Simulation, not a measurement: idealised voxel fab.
A process module follows: voxel wiring stack.
The cross-section on display is named cut; it measures 165 nm wide, and its cells are 5 nm squares.
A cross-section is written here as square cells arranged in a grid, and it is given in bands from the top down, each band taking up one or more rows of cells.
Top, bottom (nm), then materials left to right with widths (nm); lone material tagged "edge to edge" fills the whole band edge to edge; "empty" = empty space.
A quick word on heights: they are counted from 0, and under that level the wafer as it came to us is one material throughout. The lowest band is different from the rest in having no bottom; it simply continues downward, written as in "z 0 and below".
Width: "30 to 40" (first number = top row, second number = bottom row, same change from row to row of cells).
Given "no modification" for a step, no cell of the cross-section differs between before and after that step.
Closed empty spaces (no open way to the top) of 8 cells or more are what "Enclosed internal voids" lists, each as width x height at distance from the left edge, nm for all three.
The remark found on a step's line after its settings is issued by the simulator itself and pertains to that step.
overlay nm: mask right of planned place by this much (step with mask). Neg. = left.
-- This section lists the process steps that were planned
1. RECEIVE: material Si
2. CONFORMAL_DEP: material SiO2, thk nm 15
3. CONFORMAL_DEP: material SiCN, thk nm 5
4. DIRECTIONAL_DEP: material lowk, thk nm 25
5. DIRECTIONAL_DEP: material aC, thk nm 10
6. PATTERN: tone open, mask id METAL_1, material resist, width nm 25, pitch nm 40, thk nm 25, overlay nm 0
7. DIRECTIONAL_ETCH: etch materials aC, depth nm 10
8. STRIP: etch materials resist
9. DIRECTIONAL_ETCH: etch materials lowk, depth nm 25
10. DIRECTIONAL_ETCH: etch materials SiCN, depth nm 5
11. STRIP: etch materials aC
12. CONFORMAL_DEP: material TiN, thk nm 5
13. FILL_DEP: material Cu, thk nm 10
14. CMP: height nm 45
15. CONFORMAL_DEP: material SiCN, thk nm 5
16. DIRECTIONAL_DEP: material SiO2, thk nm 20
17. PATTERN: tone open, mask id PLUG_1, material resist, width nm 15, pitch nm 40, thk nm 15, overlay nm 0
18. DIRECTIONAL_ETCH: etch materials SiO2, depth nm 20
19. DIRECTIONAL_ETCH: etch materials SiCN, depth nm 5
20. STRIP: etch materials resist
21. EPI: material Ru, thk nm 10
22. EPI: material Ru, thk nm 10
23. EPI: material Ru, thk nm 5
24. CONFORMAL_DEP: material SiCN, thk nm 5
25. DIRECTIONAL_DEP: material SiO2, thk nm 20
26. DIRECTIONAL_DEP: material aC, thk nm 10
27. PATTERN: tone open, mask id METAL_2, material resist, width nm 25, pitch nm 40, thk nm 25, overlay nm 0
28. DIRECTIONAL_ETCH: etch materials aC, depth nm 10
29. STRIP: etch materials resist
30. DIRECTIONAL_ETCH: etch materials SiO2, depth nm 20
31. DIRECTIONAL_ETCH: etch materials SiCN, depth nm 5
32. STRIP: etch materials aC
33. CONFORMAL_DEP: material TiN, thk nm 5
34. FILL_DEP: material W, thk nm 10
35. CMP: height nm 95
36. CONFORMAL_DEP: material SiN, thk nm 5
-- This is the cross-section of the wafer as we received it, i.e. after step 1
  z 0 and below  Si edge to edge
  Enclosed internal voids: none
-- First of two wafers at the end of the module, shown in cross-section; run carried out as planned
  z 100 to 95  SiN edge to edge
  z 95 to 75  SiO2=30 | TiN=5 | W=15 | TiN=5 | SiO2=15 | TiN=5 | W=15 | TiN=5 | SiO2=15 | TiN=5 | W=15 | TiN=5 | SiO2=30
  z 75 to 70  SiCN=30 | TiN=25 | SiCN=15 | TiN=25 | SiCN=15 | TiN=25 | SiCN=30
  z 70 to 50  SiO2=30 | Ru=15 | SiO2=25 | Ru=15 | SiO2=25 | Ru=15 | SiO2=40
  z 50 to 45  SiCN=30 | Ru=15 | SiCN=25 | Ru=15 | SiCN=25 | Ru=15 | SiCN=40
  z 45 to 20  lowk=30 | TiN=5 | Cu=15 | TiN=5 | lowk=15 | TiN=5 | Cu=15 | TiN=5 | lowk=15 | TiN=5 | Cu=15 | TiN=5 | lowk=30
  z 20 to 15  SiCN=30 | TiN=25 | SiCN=15 | TiN=25 | SiCN=15 | TiN=25 | SiCN=30
  z 15 to 0  SiO2 edge to edge
  z 0 and below  Si edge to edge
  Enclosed internal voids: none
-- What the second wafer looks like in cross-section once the module is done. Its start and its plan matched the first wafer's exactly; what differed was one mistake in how it was run
  z 100 to 95  SiN edge to edge
  z 95 to 75  SiO2=30 | TiN=5 | W=15 | TiN=5 | SiO2=15 | TiN=5 | W=15 | TiN=5 | SiO2=15 | TiN=5 | W=15 | TiN=5 | SiO2=30
  z 75 to 70  SiCN=30 | TiN=25 | SiCN=15 | TiN=25 | SiCN=15 | TiN=25 | SiCN=30
  z 70 to 50  SiO2=25 | Ru=25 | SiO2=15 | Ru=25 | SiO2=15 | Ru=25 | SiO2=35
  z 50 to 45  SiCN=25 | Ru=25 | SiCN=15 | Ru=25 | SiCN=15 | Ru=25 | SiCN=35
  z 45 to 20  lowk=30 | TiN=5 | Cu=15 | TiN=5 | lowk=15 | TiN=5 | Cu=15 | TiN=5 | lowk=15 | TiN=5 | Cu=15 | TiN=5 | lowk=30
  z 20 to 15  SiCN=30 | TiN=25 | SiCN=15 | TiN=25 | SiCN=15 | TiN=25 | SiCN=30
  z 15 to 0  SiO2 edge to edge
  z 0 and below  Si edge to edge
  Enclosed internal voids: none
Which mistake was made when the wafer was run? step 17 ran differently from the plan; actual operation with settings: PATTERN: tone open, mask id PLUG_1, material resist, width nm 25, pitch nm 40, thk nm 15, overlay nm 0
The second wafer ends with more or fewer cells of some materials than the first, per final count: Ru +30 | SiCN -6 | SiO2 -24
